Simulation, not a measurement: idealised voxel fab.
A process module follows: voxel spacer lines.
Square cell edge 5 nm, section width 285 nm, ID cut.
Heads up, the way a cross-section reads in here is a grid of square cells, handed over as bands from the top down, with every band being one or more rows of cells. The band entry comprises the height of the band's top followed by the height of its bottom, expressed in nm, and subsequently the band's materials from left to right, each stated together with its width in nm. Where a single material is marked with the word "throughout", that material fills the band from edge to edge. The word "empty" represents empty space. We count height from 0. Below that, the starting wafer is all one material. The lowest band never ends at the bottom but goes on down; see "0 down" for how that is written. The two numbers in a width such as "30 to 40" mark its ends across the band: the first belongs to the top row of cells, the second to the bottom row, and from each row to the next the width moves by the same amount. Any step labelled "no change" changed none of the cells in the cross-section. Enclosed voids (no open way to top), threshold 8 cells or more, entry "Internal closed voids", notation width x height at distance, distance from left edge, nm. Post-settings text on a step line: simulator's own remark regarding the step. overlay nm: where the mask lay relative to plan, measured to the right, on steps with a mask; negatives go left.
Process steps - plan
1: op RECEIVE | material Si
2: op CONFORMAL_DEP | material Al2O3 | thk nm 10
3: op DIRECTIONAL_DEP | material W | thk nm 10
4: op DIRECTIONAL_DEP | material aC | thk nm 30
5: op PATTERN | tone cover | mask id MANDREL | material resist | width nm 25 | pitch nm 80 | thk nm 35 | overlay nm 0
6: op DIRECTIONAL_ETCH | etch materials aC | depth nm 30
7: op STRIP | etch materials resist
8: op CONFORMAL_DEP | material SiO2 | thk nm 15
9: op DIRECTIONAL_ETCH | etch materials SiO2 | depth nm 15
10: op STRIP | etch materials aC
11: op DIRECTIONAL_ETCH | etch materials W | depth nm 10
12: op STRIP | etch materials SiO2
So, the first of our two wafers, run just as we planned it
This is the cross-section of the wafer as we received it, i.e. after step 1
* 0 down | Si throughout
* Internal closed voids: none
Take a look at the wafer's cross-section after step 2
* 10 to 0 | Al2O3 throughout
* No changes below 0.
Take a look at the wafer's cross-section after step 3
* 20 to 10 | W throughout
* No changes below 10.
Take a look at the wafer's cross-section after step 4
* 50 to 20 | aC throughout
* No changes below 20.
Take a look at the wafer's cross-section after step 5
* 85 to 50 | empty 90 nm; resist 25 nm; empty 55 nm; resist 25 nm; empty 90 nm
* No changes below 50.
Take a look at the wafer's cross-section after step 6
* 55 to 50 | empty 90 nm; resist 25 nm; empty 55 nm; resist 25 nm; empty 90 nm
* 50 to 20 | empty 90 nm; aC 25 nm; empty 55 nm; aC 25 nm; empty 90 nm
* No changes below 20.
Take a look at the wafer's cross-section after step 7
* 50 to 20 | empty 90 nm; aC 25 nm; empty 55 nm; aC 25 nm; empty 90 nm
* No changes below 20.
Take a look at the wafer's cross-section after step 8
* 65 to 50 | empty 75 nm; SiO2 55 nm; empty 25 nm; SiO2 55 nm; empty 75 nm
* 50 to 35 | empty 75 nm; SiO2 15 nm; aC 25 nm; SiO2 15 nm; empty 25 nm; SiO2 15 nm; aC 25 nm; SiO2 15 nm; empty 75 nm
* 35 to 20 | SiO2 90 nm; aC 25 nm; SiO2 55 nm; aC 25 nm; SiO2 90 nm
* No changes below 20.
Take a look at the wafer's cross-section after step 9
* 50 to 20 | empty 75 nm; SiO2 15 nm; aC 25 nm; SiO2 15 nm; empty 25 nm; SiO2 15 nm; aC 25 nm; SiO2 15 nm; empty 75 nm
* No changes below 20.
Take a look at the wafer's cross-section after step 10
* 50 to 20 | empty 75 nm; SiO2 15 nm; empty 25 nm; SiO2 15 nm; empty 25 nm; SiO2 15 nm; empty 25 nm; SiO2 15 nm; empty 75 nm
* No changes below 20.
Take a look at the wafer's cross-section after step 11
* 50 to 20 | empty 75 nm; SiO2 15 nm; empty 25 nm; SiO2 15 nm; empty 25 nm; SiO2 15 nm; empty 25 nm; SiO2 15 nm; empty 75 nm
* 20 to 10 | empty 75 nm; W 15 nm; empty 25 nm; W 15 nm; empty 25 nm; W 15 nm; empty 25 nm; W 15 nm; empty 75 nm
* No changes below 10.
Take a look at the wafer's cross-section after step 12
* 20 to 10 | empty 75 nm; W 15 nm; empty 25 nm; W 15 nm; empty 25 nm; W 15 nm; empty 25 nm; W 15 nm; empty 75 nm
* No changes below 10.
The Second Wafer: Common Origin and Plan, One Mistake in Execution, Identical to the First Through Step 4
X-section, second wafer, when step 5 was due to finish
* 85 to 50 | empty 85 nm; resist 35 nm; empty 45 nm; resist 35 nm; empty 85 nm
* No changes below 50.
X-section, second wafer, when step 6 was due to finish
* 55 to 50 | empty 85 nm; resist 35 nm; empty 45 nm; resist 35 nm; empty 85 nm
* 50 to 20 | empty 85 nm; aC 35 nm; empty 45 nm; aC 35 nm; empty 85 nm
* No changes below 20.
X-section, second wafer, when step 7 was due to finish
* 50 to 20 | empty 85 nm; aC 35 nm; empty 45 nm; aC 35 nm; empty 85 nm
* No changes below 20.
X-section, second wafer, when step 8 was due to finish
* 65 to 50 | empty 70 nm; SiO2 65 nm; empty 15 nm; SiO2 65 nm; empty 70 nm
* 50 to 35 | empty 70 nm; SiO2 15 nm; aC 35 nm; SiO2 15 nm; empty 15 nm; SiO2 15 nm; aC 35 nm; SiO2 15 nm; empty 70 nm
* 35 to 20 | SiO2 85 nm; aC 35 nm; SiO2 45 nm; aC 35 nm; SiO2 85 nm
* No changes below 20.
X-section, second wafer, when step 9 was due to finish
* 50 to 20 | empty 70 nm; SiO2 15 nm; aC 35 nm; SiO2 15 nm; empty 15 nm; SiO2 15 nm; aC 35 nm; SiO2 15 nm; empty 70 nm
* No changes below 20.
X-section, second wafer, when step 10 was due to finish
* 50 to 20 | empty 70 nm; SiO2 15 nm; empty 35 nm; SiO2 15 nm; empty 15 nm; SiO2 15 nm; empty 35 nm; SiO2 15 nm; empty 70 nm
* No changes below 20.
X-section, second wafer, when step 11 was due to finish
* 50 to 20 | empty 70 nm; SiO2 15 nm; empty 35 nm; SiO2 15 nm; empty 15 nm; SiO2 15 nm; empty 35 nm; SiO2 15 nm; empty 70 nm
* 20 to 10 | empty 70 nm; W 15 nm; empty 35 nm; W 15 nm; empty 15 nm; W 15 nm; empty 35 nm; W 15 nm; empty 70 nm
* No changes below 10.
X-section, second wafer, when step 12 was due to finish
* 20 to 10 | empty 70 nm; W 15 nm; empty 35 nm; W 15 nm; empty 15 nm; W 15 nm; empty 35 nm; W 15 nm; empty 70 nm
* No changes below 10.
Against the plan, the run slipped here: rather than as planned, step 5 actually ran as op PATTERN | tone cover | mask id MANDREL | material resist | width nm 35 | pitch nm 80 | thk nm 35 | overlay nm 0
Matching per-material cell counts, mismatched positions: that is how the second wafer compares with the first at the end.
